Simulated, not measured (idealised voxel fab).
process module | voxel lift off
cross-section cut | 195 nm wide | cells 5 nm
A cross-section is a grid of square cells, given in bands from the top down. A band is one or more rows of cells.
Each band's line starts with the height of the band's top and of its bottom, in nm. Then come its materials from left to right, each with its width in nm. One material with "throughout" fills the band from edge to edge. "air" is empty space.
Height 0 is the level under which the wafer as received is all one material. The lowest band goes on downwards, as in "0 down".
A width such as "30 to 40" changes by the same amount from each row of cells to the next, from the band's top row to its bottom row.
"no change" after a step means that no cell of the cross-section changed.
closed voids: empty space of 8 cells or more with no open way to the top, each as width x height at its distance from the left edge, in nm
after a step's settings: what the simulator itself notes on the step
overlay nm, on a step with a mask: how far to the right of its planned place the mask lay; to the left if negative
plan
1 op RECEIVE | material Si
2 op CONFORMAL_DEP | material Al2O3 | thk nm 15
3 op PATTERN | tone open | mask id LINES | material resist | width nm 15 | pitch nm 45 | thk nm 30 | overlay nm 0
4 op DIRECTIONAL_DEP | material Ru | thk nm 15
5 op STRIP | etch materials resist
6 op CONFORMAL_DEP | material SiN | thk nm 5
as received, after step 1
  0 down: Si throughout
  closed voids: none
first wafer at the end, as planned
  35 to 30: air 15 | SiN 25 | air 20 | SiN 25 | air 20 | SiN 25 | air 20 | SiN 25 | air 20
  30 to 20: air 15 | SiN 5 | Ru 15 | SiN 5 | air 20 | SiN 5 | Ru 15 | SiN 5 | air 20 | SiN 5 | Ru 15 | SiN 5 | air 20 | SiN 5 | Ru 15 | SiN 5 | air 20
  20 to 15: SiN 20 | Ru 15 | SiN 30 | Ru 15 | SiN 30 | Ru 15 | SiN 30 | Ru 15 | SiN 25
  15 to 0: Al2O3 throughout
  0 down: Si throughout
  closed voids: none
second wafer at the end: like start, like plan, one mistake
  25 to 20: air 15 | SiN 25 | air 20 | SiN 25 | air 20 | SiN 25 | air 20 | SiN 25 | air 20
  20 to 10: air 15 | SiN 5 | Ru 15 | SiN 5 | air 20 | SiN 5 | Ru 15 | SiN 5 | air 20 | SiN 5 | Ru 15 | SiN 5 | air 20 | SiN 5 | Ru 15 | SiN 5 | air 20
  10 to 5: SiN 20 | Ru 15 | SiN 30 | Ru 15 | SiN 30 | Ru 15 | SiN 30 | Ru 15 | SiN 25
  5 to 0: Al2O3 throughout
  0 down: Si throughout
  closed voids: none
what went wrong: step 2 ran as: op CONFORMAL_DEP | material Al2O3 | thk nm 5
at the end the second wafer has, in cells: 78 fewer of Al2O3
